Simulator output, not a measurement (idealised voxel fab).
process module | voxel self aligned vias
cross-section cut | 220 nm wide | cells 5 nm
A cross-section is a grid of square cells, given in bands from the top down. A band is one or more rows of cells.
Each band's line starts with the height of the band's top and of its bottom, in nm. Then come its materials from left to right, each with its width in nm. One material with "throughout" fills the band from edge to edge. "air" is empty space.
Height 0 is the level under which the wafer as received is all one material. The lowest band goes on downwards, as in "0 down".
A width such as "30 to 40" changes by the same amount from each row of cells to the next, from the band's top row to its bottom row.
"no change" after a step means that no cell of the cross-section changed.
closed voids: empty space of 8 cells or more with no open way to the top, each as width x height at its distance from the left edge, in nm
after a step's settings: what the simulator itself notes on the step
overlay nm, on a step with a mask: how far to the right of its planned place the mask lay; to the left if negative
plan
1 op RECEIVE | material Si
2 op CONFORMAL_DEP | material SiO2 | thk nm 10
3 op CONFORMAL_DEP | material SiCN | thk nm 5
4 op DIRECTIONAL_DEP | material lowk | thk nm 25
5 op PATTERN | tone open | mask id LINES | material resist | width nm 20 | pitch nm 55 | thk nm 15 | overlay nm 0
6 op DIRECTIONAL_ETCH | etch materials lowk | depth nm 25
7 op STRIP | etch materials resist
8 op CONFORMAL_DEP | material TiN | thk nm 5
9 op FILL_DEP | material Ru | thk nm 5
10 op CMP | height nm 40
11 op SELECTIVE_ETCH | etch materials W Ru TiN | depth nm 10
12 op FILL_DEP | material SiN | thk nm 10
13 op CMP | height nm 40
14 op DIRECTIONAL_DEP | material lowk | thk nm 20
15 op MASKED_ETCH | tone open | mask id VIAS | width nm 40 | etch materials lowk | depth nm 20 | overlay nm 0
16 op MASKED_ETCH | tone open | mask id VIAS | width nm 40 | etch materials SiN | depth nm 10 | overlay nm 0
17 op CONFORMAL_DEP | material TiN | thk nm 5
18 op FILL_DEP | material W | thk nm 10
19 op CMP | height nm 60
20 op CONFORMAL_DEP | material SiCN | thk nm 5
first wafer, as planned
as received, after step 1
  0 down: Si throughout
  closed voids: none
after step 2
  10 to 0: SiO2 throughout
  below 0: unchanged
after step 3
  15 to 10: SiCN throughout
  below 10: unchanged
after step 4
  40 to 15: lowk throughout
  below 15: unchanged
after step 5
  55 to 40: resist 70 | air 20 | resist 35 | air 20 | resist 75
  below 40: unchanged
after step 6
  55 to 40: resist 70 | air 20 | resist 35 | air 20 | resist 75
  40 to 15: lowk 70 | air 20 | lowk 35 | air 20 | lowk 75
  below 15: unchanged
after step 7
  40 to 15: lowk 70 | air 20 | lowk 35 | air 20 | lowk 75
  below 15: unchanged
after step 8
  45 to 40: TiN 75 | air 10 | TiN 45 | air 10 | TiN 80
  40 to 20: lowk 70 | TiN 5 | air 10 | TiN 5 | lowk 35 | TiN 5 | air 10 | TiN 5 | lowk 75
  20 to 15: lowk 70 | TiN 20 | lowk 35 | TiN 20 | lowk 75
  below 15: unchanged
after step 9
  50 to 45: Ru throughout
  45 to 40: TiN 75 | Ru 10 | TiN 45 | Ru 10 | TiN 80
  40 to 20: lowk 70 | TiN 5 | Ru 10 | TiN 5 | lowk 35 | TiN 5 | Ru 10 | TiN 5 | lowk 75
  below 20: unchanged
after step 10
  40 to 20: lowk 70 | TiN 5 | Ru 10 | TiN 5 | lowk 35 | TiN 5 | Ru 10 | TiN 5 | lowk 75
  below 20: unchanged
after step 11
  40 to 30: lowk 70 | air 20 | lowk 35 | air 20 | lowk 75
  below 30: unchanged
after step 12
  50 to 40: SiN throughout
  40 to 30: lowk 70 | SiN 20 | lowk 35 | SiN 20 | lowk 75
  below 30: unchanged
after step 13
  40 to 30: lowk 70 | SiN 20 | lowk 35 | SiN 20 | lowk 75
  below 30: unchanged
after step 14
  60 to 40: lowk throughout
  below 40: unchanged
after step 15
  60 to 40: lowk 60 | air 40 | lowk 120
  below 40: unchanged
after step 16
  60 to 40: lowk 60 | air 40 | lowk 120
  40 to 30: lowk 70 | air 20 | lowk 35 | SiN 20 | lowk 75
  below 30: unchanged
after step 17
  65 to 60: TiN 65 | air 30 | TiN 125
  60 to 45: lowk 60 | TiN 5 | air 30 | TiN 5 | lowk 120
  45 to 40: lowk 60 | TiN 15 | air 10 | TiN 15 | lowk 120
  40 to 35: lowk 70 | TiN 5 | air 10 | TiN 5 | lowk 35 | SiN 20 | lowk 75
  35 to 30: lowk 70 | TiN 20 | lowk 35 | SiN 20 | lowk 75
  below 30: unchanged
after step 18
  75 to 65: W throughout
  65 to 60: TiN 65 | W 30 | TiN 125
  60 to 45: lowk 60 | TiN 5 | W 30 | TiN 5 | lowk 120
  45 to 40: lowk 60 | TiN 15 | W 10 | TiN 15 | lowk 120
  40 to 35: lowk 70 | TiN 5 | W 10 | TiN 5 | lowk 35 | SiN 20 | lowk 75
  below 35: unchanged
after step 19
  60 to 45: lowk 60 | TiN 5 | W 30 | TiN 5 | lowk 120
  below 45: unchanged
after step 20
  65 to 60: SiCN throughout
  below 60: unchanged
second wafer: like start, like plan, one mistake. Through step 1 it matches the first wafer
when step 2 should have ended: no change
when step 3 should have ended
  5 to 0: SiCN throughout
  below 0: unchanged
when step 4 should have ended
  30 to 5: lowk throughout
  below 5: unchanged
when step 5 should have ended
  45 to 30: resist 70 | air 20 | resist 35 | air 20 | resist 75
  below 30: unchanged
when step 6 should have ended
  45 to 30: resist 70 | air 20 | resist 35 | air 20 | resist 75
  30 to 5: lowk 70 | air 20 | lowk 35 | air 20 | lowk 75
  below 5: unchanged
when step 7 should have ended
  30 to 5: lowk 70 | air 20 | lowk 35 | air 20 | lowk 75
  below 5: unchanged
when step 8 should have ended
  35 to 30: TiN 75 | air 10 | TiN 45 | air 10 | TiN 80
  30 to 10: lowk 70 | TiN 5 | air 10 | TiN 5 | lowk 35 | TiN 5 | air 10 | TiN 5 | lowk 75
  10 to 5: lowk 70 | TiN 20 | lowk 35 | TiN 20 | lowk 75
  below 5: unchanged
when step 9 should have ended
  40 to 35: Ru throughout
  35 to 30: TiN 75 | Ru 10 | TiN 45 | Ru 10 | TiN 80
  30 to 10: lowk 70 | TiN 5 | Ru 10 | TiN 5 | lowk 35 | TiN 5 | Ru 10 | TiN 5 | lowk 75
  below 10: unchanged
when step 10 should have ended: no change
when step 11 should have ended
  30 to 10: lowk 70 | TiN 5 | Ru 10 | TiN 5 | lowk 35 | TiN 5 | Ru 10 | TiN 5 | lowk 75
  below 10: unchanged
when step 12 should have ended
  40 to 30: SiN throughout
  below 30: unchanged
when step 13 should have ended: no change
when step 14 should have ended
  60 to 40: lowk throughout
  below 40: unchanged
when step 15 should have ended
  60 to 40: lowk 60 | air 40 | lowk 120
  below 40: unchanged
when step 16 should have ended
  60 to 40: lowk 60 | air 40 | lowk 120
  40 to 30: SiN 60 | air 40 | SiN 120
  below 30: unchanged
when step 17 should have ended
  65 to 60: TiN 65 | air 30 | TiN 125
  60 to 40: lowk 60 | TiN 5 | air 30 | TiN 5 | lowk 120
  40 to 35: SiN 60 | TiN 5 | air 30 | TiN 5 | SiN 120
  35 to 30: SiN 60 | TiN 40 | SiN 120
  below 30: unchanged
when step 18 should have ended
  75 to 65: W throughout
  65 to 60: TiN 65 | W 30 | TiN 125
  60 to 40: lowk 60 | TiN 5 | W 30 | TiN 5 | lowk 120
  40 to 35: SiN 60 | TiN 5 | W 30 | TiN 5 | SiN 120
  below 35: unchanged
when step 19 should have ended
  60 to 40: lowk 60 | TiN 5 | W 30 | TiN 5 | lowk 120
  below 40: unchanged
when step 20 should have ended
  65 to 60: SiCN throughout
  below 60: unchanged
what went wrong: step 2 was left out
at the end the second wafer has, in cells: 8 more of Ru | 64 more of SiN | 88 fewer of SiO2 | 8 more of TiN | 8 more of W
